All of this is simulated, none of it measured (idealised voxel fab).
Proc. module: voxel self aligned contacts
205 nm wide, 5 nm square cells: that's cross-section cut.
Notation: cross-section as square-cell grid; stated in bands, top first, going down; one or more cell rows per band. Band entry format. Leading values: height of top, height of bottom, nm. Remainder: materials in left-to-right order, each with its width in nm. Special words: "edge to edge" on a single material, which then fills the band edge to edge; "air", empty space. The reference from which all heights are counted is 0, the level beneath which the as-received wafer is entirely one material; the lowest band, having no lower bound, proceeds downward and is written after the example "0 -> down". Top row gets the first number, bottom row gets the second, and each row in between changes by the same step: that is how a band width like "30..40" works. "identical to before" -> step changed no cross-section cell. Entry "Enclosed cavity list" = empty spaces >= 8 cells with no open way to the top; each as width x height at distance, distance from left edge, all nm. That trailing text on a step's line, after the settings, is the simulator's own remark on the step. If you see "overlay nm" on a step's line and that step has a mask, it's telling you how far right of where it was planned the mask ended up; a negative number means it went left instead.
THE FOLLOWING LIST GIVES THE PLANNED PROCESS STEPS
1. RECEIVE,material Si
2. CONFORMAL_DEP,material SiO2,thk nm 5
3. DIRECTIONAL_DEP,material polySi,thk nm 25
4. DIRECTIONAL_DEP,material SiN,thk nm 20
5. PATTERN,tone cover,mask id GATE,material resist,width nm 25,pitch nm 50,thk nm 15,overlay nm 0
6. DIRECTIONAL_ETCH,etch materials SiN,depth nm 20
7. DIRECTIONAL_ETCH,etch materials polySi,depth nm 25
8. STRIP,etch materials resist
9. CONFORMAL_DEP,material SiN,thk nm 5
10. DIRECTIONAL_ETCH,etch materials SiN,depth nm 5
11. FILL_DEP,material SiO2,thk nm 20
12. CMP,height nm 60
13. DIRECTIONAL_DEP,material aC,thk nm 15
14. PATTERN,tone open,mask id CONTACT,material resist,width nm 35,pitch nm 50,thk nm 30,overlay nm 0
15. DIRECTIONAL_ETCH,etch materials aC,depth nm 15
16. STRIP,etch materials resist
17. DIRECTIONAL_ETCH,etch materials SiO2,depth nm 60
18. STRIP,etch materials aC
19. CONFORMAL_DEP,material TiN,thk nm 5
20. FILL_DEP,material W,thk nm 5
21. CMP,height nm 60
22. CONFORMAL_DEP,material SiN,thk nm 5
SO, THE FIRST OF OUR TWO WAFERS, RUN JUST AS WE PLANNED IT
SO THIS IS THE INCOMING WAFER IN CROSS-SECTION - IT'S ALREADY BEEN THROUGH STEP 1
    0 -> down = Si edge to edge
    Enclosed cavity list: none
WAFER XSEC, POST STEP 2
    5 -> 0 = SiO2 edge to edge
    Under the height 0 nothing was changed.
WAFER XSEC, POST STEP 3
    30 -> 5 = polySi edge to edge
    Under the height 5 nothing was changed.
WAFER XSEC, POST STEP 4
    50 -> 30 = SiN edge to edge
    Under the height 30 nothing was changed.
WAFER XSEC, POST STEP 5
    65 -> 50 = air: 40 / resist: 25 / air: 25 / resist: 25 / air: 25 / resist: 25 / air: 40
    Under the height 50 nothing was changed.
WAFER XSEC, POST STEP 6
    65 -> 50 = air: 40 / resist: 25 / air: 25 / resist: 25 / air: 25 / resist: 25 / air: 40
    50 -> 30 = air: 40 / SiN: 25 / air: 25 / SiN: 25 / air: 25 / SiN: 25 / air: 40
    Under the height 30 nothing was changed.
WAFER XSEC, POST STEP 7
    65 -> 50 = air: 40 / resist: 25 / air: 25 / resist: 25 / air: 25 / resist: 25 / air: 40
    50 -> 30 = air: 40 / SiN: 25 / air: 25 / SiN: 25 / air: 25 / SiN: 25 / air: 40
    30 -> 5 = air: 40 / polySi: 25 / air: 25 / polySi: 25 / air: 25 / polySi: 25 / air: 40
    Under the height 5 nothing was changed.
WAFER XSEC, POST STEP 8
    50 -> 30 = air: 40 / SiN: 25 / air: 25 / SiN: 25 / air: 25 / SiN: 25 / air: 40
    Under the height 30 nothing was changed.
WAFER XSEC, POST STEP 9
    55 -> 30 = air: 35 / SiN: 35 / air: 15 / SiN: 35 / air: 15 / SiN: 35 / air: 35
    30 -> 10 = air: 35 / SiN: 5 / polySi: 25 / SiN: 5 / air: 15 / SiN: 5 / polySi: 25 / SiN: 5 / air: 15 / SiN: 5 / polySi: 25 / SiN: 5 / air: 35
    10 -> 5 = SiN: 40 / polySi: 25 / SiN: 25 / polySi: 25 / SiN: 25 / polySi: 25 / SiN: 40
    Under the height 5 nothing was changed.
WAFER XSEC, POST STEP 10
    50 -> 30 = air: 35 / SiN: 35 / air: 15 / SiN: 35 / air: 15 / SiN: 35 / air: 35
    30 -> 5 = air: 35 / SiN: 5 / polySi: 25 / SiN: 5 / air: 15 / SiN: 5 / polySi: 25 / SiN: 5 / air: 15 / SiN: 5 / polySi: 25 / SiN: 5 / air: 35
    Under the height 5 nothing was changed.
WAFER XSEC, POST STEP 11
    70 -> 50 = SiO2 edge to edge
    50 -> 30 = SiO2: 35 / SiN: 35 / SiO2: 15 / SiN: 35 / SiO2: 15 / SiN: 35 / SiO2: 35
    30 -> 5 = SiO2: 35 / SiN: 5 / polySi: 25 / SiN: 5 / SiO2: 15 / SiN: 5 / polySi: 25 / SiN: 5 / SiO2: 15 / SiN: 5 / polySi: 25 / SiN: 5 / SiO2: 35
    Under the height 5 nothing was changed.
WAFER XSEC, POST STEP 12
    60 -> 50 = SiO2 edge to edge
    Under the height 50 nothing was changed.
WAFER XSEC, POST STEP 13
    75 -> 60 = aC edge to edge
    Under the height 60 nothing was changed.
WAFER XSEC, POST STEP 14
    105 -> 75 = resist: 60 / air: 35 / resist: 15 / air: 35 / resist: 60
    Under the height 75 nothing was changed.
WAFER XSEC, POST STEP 15
    90 -> 75 = resist: 60 / air: 35 / resist: 15 / air: 35 / resist: 60
    75 -> 60 = aC: 60 / air: 35 / aC: 15 / air: 35 / aC: 60
    Under the height 60 nothing was changed.
WAFER XSEC, POST STEP 16
    75 -> 60 = aC: 60 / air: 35 / aC: 15 / air: 35 / aC: 60
    Under the height 60 nothing was changed.
WAFER XSEC, POST STEP 17
    75 -> 60 = aC: 60 / air: 35 / aC: 15 / air: 35 / aC: 60
    60 -> 50 = SiO2: 60 / air: 35 / SiO2: 15 / air: 35 / SiO2: 60
    50 -> 30 = SiO2: 35 / SiN: 35 / air: 15 / SiN: 35 / air: 15 / SiN: 35 / SiO2: 35
    30 -> 5 = SiO2: 35 / SiN: 5 / polySi: 25 / SiN: 5 / air: 15 / SiN: 5 / polySi: 25 / SiN: 5 / air: 15 / SiN: 5 / polySi: 25 / SiN: 5 / SiO2: 35
    5 -> 0 = SiO2: 70 / air: 15 / SiO2: 35 / air: 15 / SiO2: 70
    Under the height 0 nothing was changed.
WAFER XSEC, POST STEP 18
    60 -> 50 = SiO2: 60 / air: 35 / SiO2: 15 / air: 35 / SiO2: 60
    Under the height 50 nothing was changed.
WAFER XSEC, POST STEP 19
    65 -> 60 = TiN: 65 / air: 25 / TiN: 25 / air: 25 / TiN: 65
    60 -> 50 = SiO2: 60 / TiN: 5..15 / air: 25..5 / TiN: 5..15 / SiO2: 15 / TiN: 5..15 / air: 25..5 / TiN: 5..15 / SiO2: 60
    50 -> 30 = SiO2: 35 / SiN: 35 / TiN: 5 / air: 5 / TiN: 5 / SiN: 35 / TiN: 5 / air: 5 / TiN: 5 / SiN: 35 / SiO2: 35
    30 -> 5 = SiO2: 35 / SiN: 5 / polySi: 25 / SiN: 5 / TiN: 5 / air: 5 / TiN: 5 / SiN: 5 / polySi: 25 / SiN: 5 / TiN: 5 / air: 5 / TiN: 5 / SiN: 5 / polySi: 25 / SiN: 5 / SiO2: 35
    5 -> 0 = SiO2: 70 / TiN: 15 / SiO2: 35 / TiN: 15 / SiO2: 70
    Under the height 0 nothing was changed.
WAFER XSEC, POST STEP 20
    70 -> 65 = W edge to edge
    65 -> 60 = TiN: 65 / W: 25 / TiN: 25 / W: 25 / TiN: 65
    60 -> 50 = SiO2: 60 / TiN: 5..15 / W: 25..5 / TiN: 5..15 / SiO2: 15 / TiN: 5..15 / W: 25..5 / TiN: 5..15 / SiO2: 60
    50 -> 30 = SiO2: 35 / SiN: 35 / TiN: 5 / W: 5 / TiN: 5 / SiN: 35 / TiN: 5 / W: 5 / TiN: 5 / SiN: 35 / SiO2: 35
    30 -> 5 = SiO2: 35 / SiN: 5 / polySi: 25 / SiN: 5 / TiN: 5 / W: 5 / TiN: 5 / SiN: 5 / polySi: 25 / SiN: 5 / TiN: 5 / W: 5 / TiN: 5 / SiN: 5 / polySi: 25 / SiN: 5 / SiO2: 35
    Under the height 5 nothing was changed.
WAFER XSEC, POST STEP 21
    60 -> 50 = SiO2: 60 / TiN: 5..15 / W: 25..5 / TiN: 5..15 / SiO2: 15 / TiN: 5..15 / W: 25..5 / TiN: 5..15 / SiO2: 60
    Under the height 50 nothing was changed.
WAFER XSEC, POST STEP 22
    65 -> 60 = SiN edge to edge
    Under the height 60 nothing was changed.
HERE THE SECOND WAFER IS DESCRIBED. ITS START AND ITS PLAN WERE THOSE OF THE FIRST WAFER. ITS RUN CONTAINED ONE MISTAKE. UP TO AND INCLUDING STEP 2, IT DID EXACTLY WHAT THE FIRST WAFER DID
SECOND WAFER: CROSS-SECTION AT THE SCHEDULED END OF STEP 3
    55 -> 5 = polySi edge to edge
    Under the height 5 nothing was changed.
SECOND WAFER: CROSS-SECTION AT THE SCHEDULED END OF STEP 4
    75 -> 55 = SiN edge to edge
    Under the height 55 nothing was changed.
SECOND WAFER: CROSS-SECTION AT THE SCHEDULED END OF STEP 5
    90 -> 75 = air: 40 / resist: 25 / air: 25 / resist: 25 / air: 25 / resist: 25 / air: 40
    Under the height 75 nothing was changed.
SECOND WAFER: CROSS-SECTION AT THE SCHEDULED END OF STEP 6
    90 -> 75 = air: 40 / resist: 25 / air: 25 / resist: 25 / air: 25 / resist: 25 / air: 40
    75 -> 55 = air: 40 / SiN: 25 / air: 25 / SiN: 25 / air: 25 / SiN: 25 / air: 40
    Under the height 55 nothing was changed.
SECOND WAFER: CROSS-SECTION AT THE SCHEDULED END OF STEP 7
    90 -> 75 = air: 40 / resist: 25 / air: 25 / resist: 25 / air: 25 / resist: 25 / air: 40
    75 -> 55 = air: 40 / SiN: 25 / air: 25 / SiN: 25 / air: 25 / SiN: 25 / air: 40
    55 -> 30 = air: 40 / polySi: 25 / air: 25 / polySi: 25 / air: 25 / polySi: 25 / air: 40
    Under the height 30 nothing was changed.
SECOND WAFER: CROSS-SECTION AT THE SCHEDULED END OF STEP 8
    75 -> 55 = air: 40 / SiN: 25 / air: 25 / SiN: 25 / air: 25 / SiN: 25 / air: 40
    Under the height 55 nothing was changed.
SECOND WAFER: CROSS-SECTION AT THE SCHEDULED END OF STEP 9
    80 -> 55 = air: 35 / SiN: 35 / air: 15 / SiN: 35 / air: 15 / SiN: 35 / air: 35
    55 -> 35 = air: 35 / SiN: 5 / polySi: 25 / SiN: 5 / air: 15 / SiN: 5 / polySi: 25 / SiN: 5 / air: 15 / SiN: 5 / polySi: 25 / SiN: 5 / air: 35
    35 -> 30 = SiN: 40 / polySi: 25 / SiN: 25 / polySi: 25 / SiN: 25 / polySi: 25 / SiN: 40
    Under the height 30 nothing was changed.
SECOND WAFER: CROSS-SECTION AT THE SCHEDULED END OF STEP 10
    75 -> 55 = air: 35 / SiN: 35 / air: 15 / SiN: 35 / air: 15 / SiN: 35 / air: 35
    55 -> 30 = air: 35 / SiN: 5 / polySi: 25 / SiN: 5 / air: 15 / SiN: 5 / polySi: 25 / SiN: 5 / air: 15 / SiN: 5 / polySi: 25 / SiN: 5 / air: 35
    Under the height 30 nothing was changed.
SECOND WAFER: CROSS-SECTION AT THE SCHEDULED END OF STEP 11
    95 -> 75 = SiO2 edge to edge
    75 -> 55 = SiO2: 35 / SiN: 35 / SiO2: 15 / SiN: 35 / SiO2: 15 / SiN: 35 / SiO2: 35
    55 -> 30 = SiO2: 35 / SiN: 5 / polySi: 25 / SiN: 5 / SiO2: 15 / SiN: 5 / polySi: 25 / SiN: 5 / SiO2: 15 / SiN: 5 / polySi: 25 / SiN: 5 / SiO2: 35
    Under the height 30 nothing was changed.
SECOND WAFER: CROSS-SECTION AT THE SCHEDULED END OF STEP 12
    60 -> 55 = SiO2: 35 / SiN: 35 / SiO2: 15 / SiN: 35 / SiO2: 15 / SiN: 35 / SiO2: 35
    Under the height 55 nothing was changed.
SECOND WAFER: CROSS-SECTION AT THE SCHEDULED END OF STEP 13
    75 -> 60 = aC edge to edge
    Under the height 60 nothing was changed.
SECOND WAFER: CROSS-SECTION AT THE SCHEDULED END OF STEP 14
    105 -> 75 = resist: 60 / air: 35 / resist: 15 / air: 35 / resist: 60
    Under the height 75 nothing was changed.
SECOND WAFER: CROSS-SECTION AT THE SCHEDULED END OF STEP 15
    90 -> 75 = resist: 60 / air: 35 / resist: 15 / air: 35 / resist: 60
    75 -> 60 = aC: 60 / air: 35 / aC: 15 / air: 35 / aC: 60
    Under the height 60 nothing was changed.
SECOND WAFER: CROSS-SECTION AT THE SCHEDULED END OF STEP 16
    75 -> 60 = aC: 60 / air: 35 / aC: 15 / air: 35 / aC: 60
    Under the height 60 nothing was changed.
SECOND WAFER: CROSS-SECTION AT THE SCHEDULED END OF STEP 17
    75 -> 60 = aC: 60 / air: 35 / aC: 15 / air: 35 / aC: 60
    60 -> 55 = SiO2: 35 / SiN: 35 / air: 15 / SiN: 35 / air: 15 / SiN: 35 / SiO2: 35
    55 -> 30 = SiO2: 35 / SiN: 5 / polySi: 25 / SiN: 5 / air: 15 / SiN: 5 / polySi: 25 / SiN: 5 / air: 15 / SiN: 5 / polySi: 25 / SiN: 5 / SiO2: 35
    Under the height 30 nothing was changed.
SECOND WAFER: CROSS-SECTION AT THE SCHEDULED END OF STEP 18
    60 -> 55 = SiO2: 35 / SiN: 35 / air: 15 / SiN: 35 / air: 15 / SiN: 35 / SiO2: 35
    Under the height 55 nothing was changed.
SECOND WAFER: CROSS-SECTION AT THE SCHEDULED END OF STEP 19
    65 -> 60 = TiN: 75 / air: 5 / TiN: 45 / air: 5 / TiN: 75
    60 -> 55 = SiO2: 35 / SiN: 35 / TiN: 5 / air: 5 / TiN: 5 / SiN: 35 / TiN: 5 / air: 5 / TiN: 5 / SiN: 35 / SiO2: 35
    55 -> 35 = SiO2: 35 / SiN: 5 / polySi: 25 / SiN: 5 / TiN: 5 / air: 5 / TiN: 5 / SiN: 5 / polySi: 25 / SiN: 5 / TiN: 5 / air: 5 / TiN: 5 / SiN: 5 / polySi: 25 / SiN: 5 / SiO2: 35
    35 -> 30 = SiO2: 35 / SiN: 5 / polySi: 25 / SiN: 5 / TiN: 15 / SiN: 5 / polySi: 25 / SiN: 5 / TiN: 15 / SiN: 5 / polySi: 25 / SiN: 5 / SiO2: 35
    Under the height 30 nothing was changed.
SECOND WAFER: CROSS-SECTION AT THE SCHEDULED END OF STEP 20
    70 -> 65 = W edge to edge
    65 -> 60 = TiN: 75 / W: 5 / TiN: 45 / W: 5 / TiN: 75
    60 -> 55 = SiO2: 35 / SiN: 35 / TiN: 5 / W: 5 / TiN: 5 / SiN: 35 / TiN: 5 / W: 5 / TiN: 5 / SiN: 35 / SiO2: 35
    55 -> 35 = SiO2: 35 / SiN: 5 / polySi: 25 / SiN: 5 / TiN: 5 / W: 5 / TiN: 5 / SiN: 5 / polySi: 25 / SiN: 5 / TiN: 5 / W: 5 / TiN: 5 / SiN: 5 / polySi: 25 / SiN: 5 / SiO2: 35
    Under the height 35 nothing was changed.
SECOND WAFER: CROSS-SECTION AT THE SCHEDULED END OF STEP 21
    60 -> 55 = SiO2: 35 / SiN: 35 / TiN: 5 / W: 5 / TiN: 5 / SiN: 35 / TiN: 5 / W: 5 / TiN: 5 / SiN: 35 / SiO2: 35
    Under the height 55 nothing was changed.
SECOND WAFER: CROSS-SECTION AT THE SCHEDULED END OF STEP 22
    65 -> 60 = SiN edge to edge
    Under the height 60 nothing was changed.
Error vs. plan: twice, step 3 of the plan was run
Final cells, second wafer relative to first, materials higher or lower: SiN: 63 fewer; SiO2: 90 fewer; TiN: 32 fewer; W: 20 fewer; polySi: 205 more
